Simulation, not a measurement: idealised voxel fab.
Process module name: voxel capacitor over wiring
Section cut is 225 nm wide and gridded with 5 nm square cells.
The cross-sections in this document take the form of a grid made of square cells. They are written out as bands, in order from top to bottom. Each band consists of one or more rows of cells. First you get the band's top height and its bottom height, in nm, and then the materials it's made of, left to right, with each width in nm. If you see a single material with "everywhere", that one covers the band edge to edge. "air" is empty space. Height is counted from the level 0, under which the received wafer is composed throughout of one material. The lowest of the bands is not closed at the bottom but continues downward, in the notation "0 -> down". Quick explanation for "30->40": the width changes in equal steps down the rows of cells, from the first number in the band's top row to the second number in its bottom row. Step marked "nothing different"? Then no cell in the cross-section changed in it. "Completely enclosed voids": empty spaces of 8 cells or more with no open way to the top, each given as width x height at distance, distance from the left edge, all in nm. Whatever follows a step's settings on its line is a remark the simulator itself makes about that step. The optional step-line setting "overlay nm" applies to steps with a mask and quantifies how far to the right of its planned location the mask lay, a negative value indicating leftward placement.

# Steps planned for the process
1) RECEIVE | material Si
2) CONFORMAL_DEP | material SiO2 | thk nm 15
3) DIRECTIONAL_DEP | material TiN | thk nm 5
4) DIRECTIONAL_DEP | material W | thk nm 15
5) MASKED_ETCH | tone cover | mask id METAL_1 | width nm 25 | pitch nm 95 | etch materials W | depth nm 15 | overlay nm 0
6) MASKED_ETCH | tone cover | mask id METAL_1 | width nm 25 | pitch nm 95 | etch materials TiN | depth nm 5 | overlay nm 0
7) CONFORMAL_DEP | material SiCN | thk nm 5
8) FILL_DEP | material lowk | thk nm 5
9) CMP | height nm 35
10) CONFORMAL_DEP | material SiCN | thk nm 5
11) DIRECTIONAL_DEP | material lowk | thk nm 15
12) PATTERN | tone open | mask id PLUG_1 | material resist | width nm 15 | thk nm 20 | overlay nm 0
13) DIRECTIONAL_ETCH | etch materials lowk | depth nm 15
14) DIRECTIONAL_ETCH | etch materials SiCN | depth nm 5
15) STRIP | etch materials resist
16) CONFORMAL_DEP | material TiN | thk nm 5
17) FILL_DEP | material Ru | thk nm 10
18) CMP | height nm 55
19) DIRECTIONAL_DEP | material TiN | thk nm 5
20) DIRECTIONAL_DEP | material SiN | thk nm 5
21) DIRECTIONAL_DEP | material TiN | thk nm 5
22) PATTERN | tone cover | mask id UPPER_PLATE | material resist | width nm 75 | thk nm 15 | overlay nm 0
23) DIRECTIONAL_ETCH | etch materials TiN | depth nm 5
24) DIRECTIONAL_ETCH | etch materials SiN | depth nm 5
25) STRIP | etch materials resist
26) MASKED_ETCH | tone cover | mask id LOWER_PLATE | width nm 85 | etch materials TiN | depth nm 5 | overlay nm 0
27) FILL_DEP | material SiO2 | thk nm 20
28) CMP | height nm 85
29) MASKED_ETCH | tone open | mask id PLUG_2 | width nm 15 | etch materials SiO2 | depth nm 15 | overlay nm 0
30) CONFORMAL_DEP | material TiN | thk nm 5
31) FILL_DEP | material Ru | thk nm 10
32) CMP | height nm 85
33) CONFORMAL_DEP | material SiN | thk nm 5

# Below: the first of two wafers, run as planned

# Cross-section of the wafer upon arrival, representing the state reached after step 1
* 0 -> down = Si everywhere
* Completely enclosed voids: none

# Take a look at the wafer's cross-section after step 2
* 15 -> 0 = SiO2 everywhere
* Under 0: no change, same as before.

# Take a look at the wafer's cross-section after step 3
* 20 -> 15 = TiN everywhere
* Under 15: no change, same as before.

# Take a look at the wafer's cross-section after step 4
* 35 -> 20 = W everywhere
* Under 20: no change, same as before.

# Take a look at the wafer's cross-section after step 5
* 35 -> 20 = 50 nm air / 25 nm W / 70 nm air / 25 nm W / 55 nm air
* Under 20: no change, same as before.

# Take a look at the wafer's cross-section after step 6
* 35 -> 20 = 50 nm air / 25 nm W / 70 nm air / 25 nm W / 55 nm air
* 20 -> 15 = 50 nm air / 25 nm TiN / 70 nm air / 25 nm TiN / 55 nm air
* Under 15: no change, same as before.

# Take a look at the wafer's cross-section after step 7
* 40 -> 35 = 45 nm air / 35 nm SiCN / 60 nm air / 35 nm SiCN / 50 nm air
* 35 -> 20 = 45 nm air / 5 nm SiCN / 25 nm W / 5 nm SiCN / 60 nm air / 5 nm SiCN / 25 nm W / 5 nm SiCN / 50 nm air
* 20 -> 15 = 50 nm SiCN / 25 nm TiN / 70 nm SiCN / 25 nm TiN / 55 nm SiCN
* Under 15: no change, same as before.

# Take a look at the wafer's cross-section after step 8
* 45 -> 40 = lowk everywhere
* 40 -> 35 = 45 nm lowk / 35 nm SiCN / 60 nm lowk / 35 nm SiCN / 50 nm lowk
* 35 -> 20 = 45 nm lowk / 5 nm SiCN / 25 nm W / 5 nm SiCN / 60 nm lowk / 5 nm SiCN / 25 nm W / 5 nm SiCN / 50 nm lowk
* Under 20: no change, same as before.

# Take a look at the wafer's cross-section after step 9
* 35 -> 20 = 45 nm lowk / 5 nm SiCN / 25 nm W / 5 nm SiCN / 60 nm lowk / 5 nm SiCN / 25 nm W / 5 nm SiCN / 50 nm lowk
* Under 20: no change, same as before.

# Take a look at the wafer's cross-section after step 10
* 40 -> 35 = SiCN everywhere
* Under 35: no change, same as before.

# Take a look at the wafer's cross-section after step 11
* 55 -> 40 = lowk everywhere
* Under 40: no change, same as before.

# Take a look at the wafer's cross-section after step 12
* 75 -> 55 = 60 nm resist / 15 nm air / 150 nm resist
* Under 55: no change, same as before.

# Take a look at the wafer's cross-section after step 13
* 75 -> 55 = 60 nm resist / 15 nm air / 150 nm resist
* 55 -> 40 = 60 nm lowk / 15 nm air / 150 nm lowk
* Under 40: no change, same as before.

# Take a look at the wafer's cross-section after step 14
* 75 -> 55 = 60 nm resist / 15 nm air / 150 nm resist
* 55 -> 40 = 60 nm lowk / 15 nm air / 150 nm lowk
* 40 -> 35 = 60 nm SiCN / 15 nm air / 150 nm SiCN
* Under 35: no change, same as before.

# Take a look at the wafer's cross-section after step 15
* 55 -> 40 = 60 nm lowk / 15 nm air / 150 nm lowk
* Under 40: no change, same as before.

# Take a look at the wafer's cross-section after step 16
* 60 -> 55 = 65 nm TiN / 5 nm air / 155 nm TiN
* 55 -> 40 = 60 nm lowk / 5 nm TiN / 5 nm air / 5 nm TiN / 150 nm lowk
* 40 -> 35 = 60 nm SiCN / 15 nm TiN / 150 nm SiCN
* Under 35: no change, same as before.

# Take a look at the wafer's cross-section after step 17
* 70 -> 60 = Ru everywhere
* 60 -> 55 = 65 nm TiN / 5 nm Ru / 155 nm TiN
* 55 -> 40 = 60 nm lowk / 5 nm TiN / 5 nm Ru / 5 nm TiN / 150 nm lowk
* Under 40: no change, same as before.

# Take a look at the wafer's cross-section after step 18
* 55 -> 40 = 60 nm lowk / 5 nm TiN / 5 nm Ru / 5 nm TiN / 150 nm lowk
* Under 40: no change, same as before.

# Take a look at the wafer's cross-section after step 19
* 60 -> 55 = TiN everywhere
* Under 55: no change, same as before.

# Take a look at the wafer's cross-section after step 20
* 65 -> 60 = SiN everywhere
* Under 60: no change, same as before.

# Take a look at the wafer's cross-section after step 21
* 70 -> 65 = TiN everywhere
* Under 65: no change, same as before.

# Take a look at the wafer's cross-section after step 22
* 85 -> 70 = 60 nm air / 75 nm resist / 90 nm air
* Under 70: no change, same as before.

# Take a look at the wafer's cross-section after step 23
* 85 -> 70 = 60 nm air / 75 nm resist / 90 nm air
* 70 -> 65 = 60 nm air / 75 nm TiN / 90 nm air
* Under 65: no change, same as before.

# Take a look at the wafer's cross-section after step 24
* 85 -> 70 = 60 nm air / 75 nm resist / 90 nm air
* 70 -> 65 = 60 nm air / 75 nm TiN / 90 nm air
* 65 -> 60 = 60 nm air / 75 nm SiN / 90 nm air
* Under 60: no change, same as before.

# Take a look at the wafer's cross-section after step 25
* 70 -> 65 = 60 nm air / 75 nm TiN / 90 nm air
* Under 65: no change, same as before.

# Take a look at the wafer's cross-section after step 26
* 70 -> 65 = 60 nm air / 75 nm TiN / 90 nm air
* 65 -> 60 = 60 nm air / 75 nm SiN / 90 nm air
* 60 -> 55 = 55 nm air / 85 nm TiN / 85 nm air
* Under 55: no change, same as before.

# Take a look at the wafer's cross-section after step 27
* 90 -> 70 = SiO2 everywhere
* 70 -> 65 = 60 nm SiO2 / 75 nm TiN / 90 nm SiO2
* 65 -> 60 = 60 nm SiO2 / 75 nm SiN / 90 nm SiO2
* 60 -> 55 = 55 nm SiO2 / 85 nm TiN / 85 nm SiO2
* Under 55: no change, same as before.

# Take a look at the wafer's cross-section after step 28
* 85 -> 70 = SiO2 everywhere
* Under 70: no change, same as before.

# Take a look at the wafer's cross-section after step 29
* 85 -> 70 = 70 nm SiO2 / 15 nm air / 140 nm SiO2
* Under 70: no change, same as before.

# Take a look at the wafer's cross-section after step 30
* 90 -> 85 = 75 nm TiN / 5 nm air / 145 nm TiN
* 85 -> 75 = 70 nm SiO2 / 5 nm TiN / 5 nm air / 5 nm TiN / 140 nm SiO2
* 75 -> 65 = 70->60 nm SiO2 / 15->75 nm TiN / 140->90 nm SiO2
* Under 65: no change, same as before.

# Take a look at the wafer's cross-section after step 31
* 100 -> 90 = Ru everywhere
* 90 -> 85 = 75 nm TiN / 5 nm Ru / 145 nm TiN
* 85 -> 75 = 70 nm SiO2 / 5 nm TiN / 5 nm Ru / 5 nm TiN / 140 nm SiO2
* Under 75: no change, same as before.

# Take a look at the wafer's cross-section after step 32
* 85 -> 75 = 70 nm SiO2 / 5 nm TiN / 5 nm Ru / 5 nm TiN / 140 nm SiO2
* Under 75: no change, same as before.

# Take a look at the wafer's cross-section after step 33
* 90 -> 85 = SiN everywhere
* Under 85: no change, same as before.

# Regarding the second of the two wafers: it shared the first wafer's starting condition and process plan, yet one error occurred during its execution. Its history coincides with that of the first wafer up to and including step 9

# Cross-section, second wafer, at the end time the plan gives for step 10
* 50 -> 35 = lowk everywhere
* Under 35: no change, same as before.

# Cross-section, second wafer, at the end time the plan gives for step 11
* 55 -> 50 = SiCN everywhere
* Under 50: no change, same as before.

# Cross-section, second wafer, at the end time the plan gives for step 12
* 75 -> 55 = 60 nm resist / 15 nm air / 150 nm resist
* Under 55: no change, same as before.

Cross-section, second wafer, at the end time the plan gives for step 13: nothing different

# Cross-section, second wafer, at the end time the plan gives for step 14
* 75 -> 55 = 60 nm resist / 15 nm air / 150 nm resist
* 55 -> 50 = 60 nm SiCN / 15 nm air / 150 nm SiCN
* Under 50: no change, same as before.

# Cross-section, second wafer, at the end time the plan gives for step 15
* 55 -> 50 = 60 nm SiCN / 15 nm air / 150 nm SiCN
* Under 50: no change, same as before.

# Cross-section, second wafer, at the end time the plan gives for step 16
* 60 -> 55 = 65 nm TiN / 5 nm air / 155 nm TiN
* 55 -> 50 = 60 nm SiCN / 15 nm TiN / 150 nm SiCN
* Under 50: no change, same as before.

# Cross-section, second wafer, at the end time the plan gives for step 17
* 70 -> 60 = Ru everywhere
* 60 -> 55 = 65 nm TiN / 5 nm Ru / 155 nm TiN
* Under 55: no change, same as before.

# Cross-section, second wafer, at the end time the plan gives for step 18
* 55 -> 50 = 60 nm SiCN / 15 nm TiN / 150 nm SiCN
* Under 50: no change, same as before.

# Cross-section, second wafer, at the end time the plan gives for step 19
* 60 -> 55 = TiN everywhere
* Under 55: no change, same as before.

# Cross-section, second wafer, at the end time the plan gives for step 20
* 65 -> 60 = SiN everywhere
* Under 60: no change, same as before.

# Cross-section, second wafer, at the end time the plan gives for step 21
* 70 -> 65 = TiN everywhere
* Under 65: no change, same as before.

# Cross-section, second wafer, at the end time the plan gives for step 22
* 85 -> 70 = 60 nm air / 75 nm resist / 90 nm air
* Under 70: no change, same as before.

# Cross-section, second wafer, at the end time the plan gives for step 23
* 85 -> 70 = 60 nm air / 75 nm resist / 90 nm air
* 70 -> 65 = 60 nm air / 75 nm TiN / 90 nm air
* Under 65: no change, same as before.

# Cross-section, second wafer, at the end time the plan gives for step 24
* 85 -> 70 = 60 nm air / 75 nm resist / 90 nm air
* 70 -> 65 = 60 nm air / 75 nm TiN / 90 nm air
* 65 -> 60 = 60 nm air / 75 nm SiN / 90 nm air
* Under 60: no change, same as before.

# Cross-section, second wafer, at the end time the plan gives for step 25
* 70 -> 65 = 60 nm air / 75 nm TiN / 90 nm air
* Under 65: no change, same as before.

# Cross-section, second wafer, at the end time the plan gives for step 26
* 70 -> 65 = 60 nm air / 75 nm TiN / 90 nm air
* 65 -> 60 = 60 nm air / 75 nm SiN / 90 nm air
* 60 -> 55 = 55 nm air / 85 nm TiN / 85 nm air
* Under 55: no change, same as before.

# Cross-section, second wafer, at the end time the plan gives for step 27
* 90 -> 70 = SiO2 everywhere
* 70 -> 65 = 60 nm SiO2 / 75 nm TiN / 90 nm SiO2
* 65 -> 60 = 60 nm SiO2 / 75 nm SiN / 90 nm SiO2
* 60 -> 55 = 55 nm SiO2 / 85 nm TiN / 85 nm SiO2
* Under 55: no change, same as before.

# Cross-section, second wafer, at the end time the plan gives for step 28
* 85 -> 70 = SiO2 everywhere
* Under 70: no change, same as before.

# Cross-section, second wafer, at the end time the plan gives for step 29
* 85 -> 70 = 70 nm SiO2 / 15 nm air / 140 nm SiO2
* Under 70: no change, same as before.

# Cross-section, second wafer, at the end time the plan gives for step 30
* 90 -> 85 = 75 nm TiN / 5 nm air / 145 nm TiN
* 85 -> 75 = 70 nm SiO2 / 5 nm TiN / 5 nm air / 5 nm TiN / 140 nm SiO2
* 75 -> 65 = 70->60 nm SiO2 / 15->75 nm TiN / 140->90 nm SiO2
* Under 65: no change, same as before.

# Cross-section, second wafer, at the end time the plan gives for step 31
* 100 -> 90 = Ru everywhere
* 90 -> 85 = 75 nm TiN / 5 nm Ru / 145 nm TiN
* 85 -> 75 = 70 nm SiO2 / 5 nm TiN / 5 nm Ru / 5 nm TiN / 140 nm SiO2
* Under 75: no change, same as before.

# Cross-section, second wafer, at the end time the plan gives for step 32
* 85 -> 75 = 70 nm SiO2 / 5 nm TiN / 5 nm Ru / 5 nm TiN / 140 nm SiO2
* Under 75: no change, same as before.

# Cross-section, second wafer, at the end time the plan gives for step 33
* 90 -> 85 = SiN everywhere
* Under 85: no change, same as before.
what went wrong: steps 10 and 11 traded places in the executed sequence
End of process, cell counts, second wafer against first, materials with more or fewer: 3 fewer of Ru | 6 fewer of TiN | 9 more of lowk
